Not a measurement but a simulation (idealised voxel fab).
Module name: voxel wiring stack (process module)
It is cross-section cut that appears here, measuring 265 nm in width, its square cells being 5 nm in size.
A cross-section is a grid of square cells, given in bands from the top down. A band is one or more rows of cells. Top height, bottom height, nm. Materials left to right, width each, nm. Single material + "throughout" = fills band edge to edge. "blank" = empty. Measure heights from 0. That's the level where, below it, the as-received wafer is all one material. The lowest band is bottomless and extends downward; write it as in "from 0 down". Graded width ("30 to 40"): value in top row of band = first number; value in bottom row = second number; row-to-row change constant. Step note "no change" = no cross-section cell changed. "Closed void inventory" - sealed voids, min. 8 cells, no opening to top; format: width x height at distance (distance from left edge; nm throughout). after a step's settings: what the simulator itself notes on the step. overlay nm: mask right of planned place by this much (step with mask). Neg. = left.
Planned step list for the process
1,op RECEIVE | material Si
2,op CONFORMAL_DEP | material SiO2 | thk nm 15
3,op CONFORMAL_DEP | material SiN | thk nm 5
4,op DIRECTIONAL_DEP | material lowk | thk nm 25
5,op DIRECTIONAL_DEP | material aC | thk nm 10
6,op PATTERN | tone open | mask id METAL_1 | material resist | width nm 25 | pitch nm 45 | thk nm 25 | overlay nm 0
7,op DIRECTIONAL_ETCH | etch materials aC | depth nm 10
8,op STRIP | etch materials resist
9,op DIRECTIONAL_ETCH | etch materials lowk | depth nm 25
10,op DIRECTIONAL_ETCH | etch materials SiN | depth nm 5
11,op STRIP | etch materials aC
12,op CONFORMAL_DEP | material TiN | thk nm 5
13,op FILL_DEP | material Cu | thk nm 10
14,op CMP | height nm 45
15,op CONFORMAL_DEP | material SiCN | thk nm 5
16,op DIRECTIONAL_DEP | material SiO2 | thk nm 10
17,op DIRECTIONAL_DEP | material aC | thk nm 10
18,op PATTERN | tone open | mask id PLUG_1 | material resist | width nm 15 | thk nm 25 | overlay nm 0
19,op DIRECTIONAL_ETCH | etch materials aC | depth nm 10
20,op STRIP | etch materials resist
21,op DIRECTIONAL_ETCH | etch materials SiO2 | depth nm 10
22,op DIRECTIONAL_ETCH | etch materials SiCN | depth nm 5
23,op STRIP | etch materials aC
24,op CONFORMAL_DEP | material TiN | thk nm 5
25,op FILL_DEP | material Ru | thk nm 10
26,op CMP | height nm 60
27,op CONFORMAL_DEP | material SiN | thk nm 5
28,op DIRECTIONAL_DEP | material SiO2 | thk nm 15
29,op MASKED_ETCH | tone open | mask id METAL_2 | width nm 25 | pitch nm 45 | etch materials SiO2 | depth nm 15 | overlay nm 0
30,op MASKED_ETCH | tone open | mask id METAL_2 | width nm 25 | pitch nm 45 | etch materials SiN | depth nm 5 | overlay nm 0
31,op CONFORMAL_DEP | material TiN | thk nm 5
32,op FILL_DEP | material W | thk nm 10
33,op CMP | height nm 80
34,op CONFORMAL_DEP | material SiCN | thk nm 5
35,op DIRECTIONAL_DEP | material lowk | thk nm 20
36,op MASKED_ETCH | tone open | mask id PLUG_2 | width nm 15 | pitch nm 45 | etch materials lowk | depth nm 20 | overlay nm -15
37,op MASKED_ETCH | tone open | mask id PLUG_2 | width nm 15 | pitch nm 45 | etch materials SiCN | depth nm 5 | overlay nm 0
38,op CONFORMAL_DEP | material TiN | thk nm 5
39,op FILL_DEP | material W | thk nm 10
40,op CMP | height nm 105
41,op CONFORMAL_DEP | material SiN | thk nm 5
42,op DIRECTIONAL_DEP | material SiO2 | thk nm 20
43,op DIRECTIONAL_DEP | material aC | thk nm 15
44,op PATTERN | tone open | mask id METAL_3 | material resist | width nm 25 | pitch nm 45 | thk nm 30 | overlay nm 0
45,op DIRECTIONAL_ETCH | etch materials aC | depth nm 15
46,op STRIP | etch materials resist
47,op DIRECTIONAL_ETCH | etch materials SiO2 | depth nm 20
48,op DIRECTIONAL_ETCH | etch materials SiN | depth nm 5
49,op STRIP | etch materials aC
50,op CONFORMAL_DEP | material TiN | thk nm 5
51,op FILL_DEP | material W | thk nm 10
52,op CMP | height nm 130
53,op EPI | material Ru | thk nm 5
54,op FILL_DEP | material SiCN | thk nm 5
Among the wafers covered here, the point of difference is the overlay nm at step 36; their starting state is shared, and the plan presents the value of the first wafer.
First wafer of several, as received: cross-section after step 1
from 0 down: Si throughout
Closed void inventory: none
Where each wafer stands at the end of the module, a row apiece: cells of each material gained (+) or lost (-) since it was received, then closed voids
overlay nm -15 | +30 Cu | +16 Ru | +195 SiCN | +129 SiN | +560 SiO2 | +103 TiN | +48 W | +403 lowk | Closed void inventory: none
overlay nm -10 | +30 Cu | +16 Ru | +193 SiCN | +129 SiN | +560 SiO2 | +105 TiN | +48 W | +403 lowk | Closed void inventory: none
overlay nm -5 | +30 Cu | +16 Ru | +191 SiCN | +129 SiN | +560 SiO2 | +107 TiN | +48 W | +403 lowk | Closed void inventory: none
overlay nm 0 | +30 Cu | +16 Ru | +189 SiCN | +129 SiN | +560 SiO2 | +107 TiN | +50 W | +403 lowk | Closed void inventory: none
overlay nm 5 | +30 Cu | +16 Ru | +191 SiCN | +129 SiN | +560 SiO2 | +107 TiN | +48 W | +403 lowk | Closed void inventory: none
overlay nm 10 | +30 Cu | +16 Ru | +193 SiCN | +129 SiN | +560 SiO2 | +105 TiN | +48 W | +403 lowk | Closed void inventory: none
overlay nm 15 | +30 Cu | +16 Ru | +195 SiCN | +129 SiN | +560 SiO2 | +103 TiN | +48 W | +403 lowk | Closed void inventory: none
